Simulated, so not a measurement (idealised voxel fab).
voxel air gaps: a process module
Xsec cut, 245 nm wide, square cell size 5 nm.
A cross-section is written here as square cells arranged in a grid, and it is given in bands from the top down, each band taking up one or more rows of cells.
Quick guide to a band line: top height, bottom height (nm) up front; then every material left to right with its width in nm. Only one material and it's marked "everywhere"? Then it fills the band edge to edge. And "blank" just means empty space.
The level at which height equals 0 is the one under which the wafer, as it arrives, is entirely one material. No lower edge exists for the bottom band, which continues downward and is notated as in "0..down".
The expression "30->40" gives the width at the extremes of the band, the first number at its top row of cells and the second at its bottom row, with the width changing by equal amounts from each row to the next in between.
Step note "stayed the same" = no cross-section cell changed.
Any empty space of 8 cells or more lacking an open way to the top shows up in "Tabulated closed voids" as width x height at distance, distance from the left edge, in nm.
Note: text after step settings on the step line = simulator remark on that step.
"overlay nm", when on a step's line for a step with a mask, measures how far to the right of its planned place the mask lay; a negative measure means to the left.

This section lists the process steps that were planned
| 1 | RECEIVE (material Si) |
| 2 | CONFORMAL_DEP (material SiO2; thk nm 5) |
| 3 | CONFORMAL_DEP (material SiN; thk nm 5) |
| 4 | DIRECTIONAL_DEP (material lowk; thk nm 35) |
| 5 | DIRECTIONAL_DEP (material aC; thk nm 10) |
| 6 | PATTERN (tone open; mask id LINES; material resist; width nm 20; pitch nm 50; thk nm 25; overlay nm 0) |
| 7 | DIRECTIONAL_ETCH (etch materials aC; depth nm 10) |
| 8 | STRIP (etch materials resist) |
| 9 | DIRECTIONAL_ETCH (etch materials lowk; depth nm 35) |
| 10 | STRIP (etch materials aC) |
| 11 | CONFORMAL_DEP (material TiN; thk nm 5) |
| 12 | FILL_DEP (material Ru; thk nm 5) |
| 13 | CMP (height nm 50) |
| 14 | EPI (material Ru; thk nm 10) |
| 15 | SELECTIVE_ETCH (etch materials lowk; depth nm 45) |
| 16 | CONFORMAL_DEP (material SiCN; thk nm 5) |
Split variable: thk nm, step 2. Plan value = first wafer. Wafers start alike.

Cross-section: the first of several wafers in its as-received state, i.e. following step 1
0..down = Si everywhere
Tabulated closed voids: none

Depicted here is the first of several wafers in cross-section, at module completion following the last step, step 16
65..60 = SiCN everywhere
60..50 = Ru everywhere
50..45 = 65 nm TiN / 10 nm Ru / 40 nm TiN / 10 nm Ru / 40 nm TiN / 10 nm Ru / 70 nm TiN
45..15 = 60 nm lowk / 5 nm TiN / 10 nm Ru / 5 nm TiN / 30 nm lowk / 5 nm TiN / 10 nm Ru / 5 nm TiN / 30 nm lowk / 5 nm TiN / 10 nm Ru / 5 nm TiN / 65 nm lowk
15..10 = 60 nm lowk / 20 nm TiN / 30 nm lowk / 20 nm TiN / 30 nm lowk / 20 nm TiN / 65 nm lowk
10..5 = SiN everywhere
5..0 = SiO2 everywhere
0..down = Si everywhere
Tabulated closed voids: none

Last-wafer cross-section at the end of the module
65..60 = 45 nm blank / 150 nm SiCN / 50 nm blank
60..50 = 45 nm blank / 5 nm SiCN / 40 nm Ru / 10 nm SiCN / 40 nm Ru / 10 nm SiCN / 40 nm Ru / 5 nm SiCN / 50 nm blank
50..45 = 45 nm blank / 15 nm SiCN / 5 nm TiN / 10 nm Ru / 5 nm TiN / 30 nm SiCN / 5 nm TiN / 10 nm Ru / 5 nm TiN / 30 nm SiCN / 5 nm TiN / 10 nm Ru / 5 nm TiN / 15 nm SiCN / 50 nm blank
45..35 = 55 nm blank / 5 nm SiCN / 5 nm TiN / 10 nm Ru / 5 nm TiN / 5 nm SiCN / 20 nm blank / 5 nm SiCN / 5 nm TiN / 10 nm Ru / 5 nm TiN / 5 nm SiCN / 20 nm blank / 5 nm SiCN / 5 nm TiN / 10 nm Ru / 5 nm TiN / 5 nm SiCN / 60 nm blank
35..30 = 60 nm SiCN / 20 nm TiN / 30 nm SiCN / 20 nm TiN / 30 nm SiCN / 20 nm TiN / 65 nm SiCN
30..25 = SiN everywhere
25..0 = SiO2 everywhere
0..down = Si everywhere
Tabulated closed voids: 20 x 10 at 85; 20 x 10 at 135

wafer rows; end of module; cells per material since receipt: (+) gained, (-) lost; then closed voids
thk nm 5 | +140 Ru | +49 SiCN | +49 SiN | +49 SiO2 | +91 TiN | +259 lowk | Tabulated closed voids: none
thk nm 10 | +84 Ru | +127 SiCN | +49 SiN | +98 SiO2 | +48 TiN | Tabulated closed voids: 20 x 25 at 85; 20 x 25 at 135
thk nm 15 | +78 Ru | +121 SiCN | +49 SiN | +147 SiO2 | +42 TiN | Tabulated closed voids: 20 x 20 at 85; 20 x 20 at 135
thk nm 20 | +72 Ru | +115 SiCN | +49 SiN | +196 SiO2 | +36 TiN | Tabulated closed voids: 20 x 15 at 85; 20 x 15 at 135
thk nm 25 | +66 Ru | +109 SiCN | +49 SiN | +245 SiO2 | +30 TiN | Tabulated closed voids: 20 x 10 at 85; 20 x 10 at 135
